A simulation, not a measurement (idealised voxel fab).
The document below concerns the process module designated voxel gate over fins.
Each square cell in cross-section cut measures 5 nm, and the section as a whole is 275 nm wide.
Cross-section spec: square-cell grid; bands listed top down; each band is one or more rows.
Look at the band entry: it leads with the top's height and the bottom's height in nm. Then it lists the materials left to right, with a width in nm for each. The word "all across" on a single material says that material fills the band edge to edge. The word "air" is empty space.
Convention: height 0 is the level below which the wafer, as received, is all one material. The lowest band does not terminate at the bottom but continues downward, represented as "top 0, no bottom".
Quick explanation for "30..40": the width changes in equal steps down the rows of cells, from the first number in the band's top row to the second number in its bottom row.
The cross-section has no changed cell in any step marked "remained the same".
Entry "Closed void register". Content: empty spaces with no open connection to the top, size 8 cells or greater. Each: width x height at distance. Distance: from left edge. Unit: nm.
Step line, after settings: the simulator's comment on this step.
overlay nm: how far to the right of its planned place the mask lay on this masked step (negative: to the left).
Here's what the planned process steps look like:
1. RECEIVE with material Si
2. CONFORMAL_DEP with material SiN, thk nm 10
3. DIRECTIONAL_DEP with material aC, thk nm 10
4. PATTERN with tone cover, mask id FINS, material resist, width nm 15, pitch nm 55, thk nm 30, overlay nm 0
5. DIRECTIONAL_ETCH with etch materials aC, depth nm 10
6. STRIP with etch materials resist
7. DIRECTIONAL_ETCH with etch materials SiN, depth nm 10
8. DIRECTIONAL_ETCH with etch materials Si, depth nm 40
9. STRIP with etch materials aC
10. FILL_DEP with material SiO2, thk nm 10
11. CMP with height nm 10
12. PATTERN with tone open, mask id RAIL, material resist, width nm 15, thk nm 20, overlay nm 0
13. DIRECTIONAL_ETCH with etch materials SiO2, depth nm 45
14. STRIP with etch materials resist
15. CONFORMAL_DEP with material TiN, thk nm 5
16. FILL_DEP with material W, thk nm 5
17. CMP with height nm 10
18. SELECTIVE_ETCH with etch materials W Ru TiN, depth nm 30
19. FILL_DEP with material SiO2, thk nm 5
20. CMP with height nm 10
21. SELECTIVE_ETCH with etch materials SiO2, depth nm 25
22. STRIP with etch materials SiN
23. CONFORMAL_DEP with material HfO2, thk nm 5
24. CONFORMAL_DEP with material TiN, thk nm 5
25. FILL_DEP with material W, thk nm 15
26. CMP with height nm 20
27. CONFORMAL_DEP with material SiCN, thk nm 5
Cross-section of the wafer at receipt, which is the condition after step 1:
top 0, no bottom | Si all across
Closed void register: none
Cross-section at module end, one run error; start and plan unchanged from above:
top 20, bottom 15 | SiCN all across
top 15, bottom 10 | W all across
top 10, bottom 5 | W: 65 / TiN: 35 / W: 20 / TiN: 35 / W: 20 / TiN: 35 / W: 65
top 5, bottom 0 | W: 65 / TiN: 5 / HfO2: 25 / TiN: 5 / W: 20 / TiN: 5 / HfO2: 25 / TiN: 5 / W: 20 / TiN: 5 / HfO2: 25 / TiN: 5 / W: 65
top 0, bottom -5 | W: 65 / TiN: 5 / HfO2: 5 / Si: 15 / HfO2: 5 / TiN: 5 / W: 20 / TiN: 5 / HfO2: 5 / Si: 15 / HfO2: 5 / TiN: 5 / W: 20 / TiN: 5 / HfO2: 5 / Si: 15 / HfO2: 5 / TiN: 5 / W: 65
top -5, bottom -10 | TiN: 70 / HfO2: 5 / Si: 15 / HfO2: 5 / TiN: 30 / HfO2: 5 / Si: 15 / HfO2: 5 / TiN: 30 / HfO2: 5 / Si: 15 / HfO2: 5 / TiN: 70
top -10, bottom -15 | HfO2: 75 / Si: 15 / HfO2: 40 / Si: 15 / HfO2: 40 / Si: 15 / HfO2: 75
top -15, bottom -20 | SiO2: 75 / Si: 15 / SiO2: 40 / Si: 15 / SiO2: 40 / Si: 15 / SiO2: 75
top -20, bottom -30 | SiO2: 75 / Si: 15 / SiO2: 10 / TiN: 5 / W: 5 / TiN: 5 / SiO2: 15 / Si: 15 / SiO2: 40 / Si: 15 / SiO2: 75
top -30, bottom -35 | SiO2: 75 / Si: 15 / SiO2: 10 / TiN: 15 / SiO2: 15 / Si: 15 / SiO2: 40 / Si: 15 / SiO2: 75
top -35, bottom -40 | SiO2: 75 / Si: 15 / SiO2: 40 / Si: 15 / SiO2: 40 / Si: 15 / SiO2: 75
top -40, no bottom | Si all across
Closed void register: none
Against the plan, the run slipped here: step 26 deviated from plan and actually ran as CMP with height nm 15
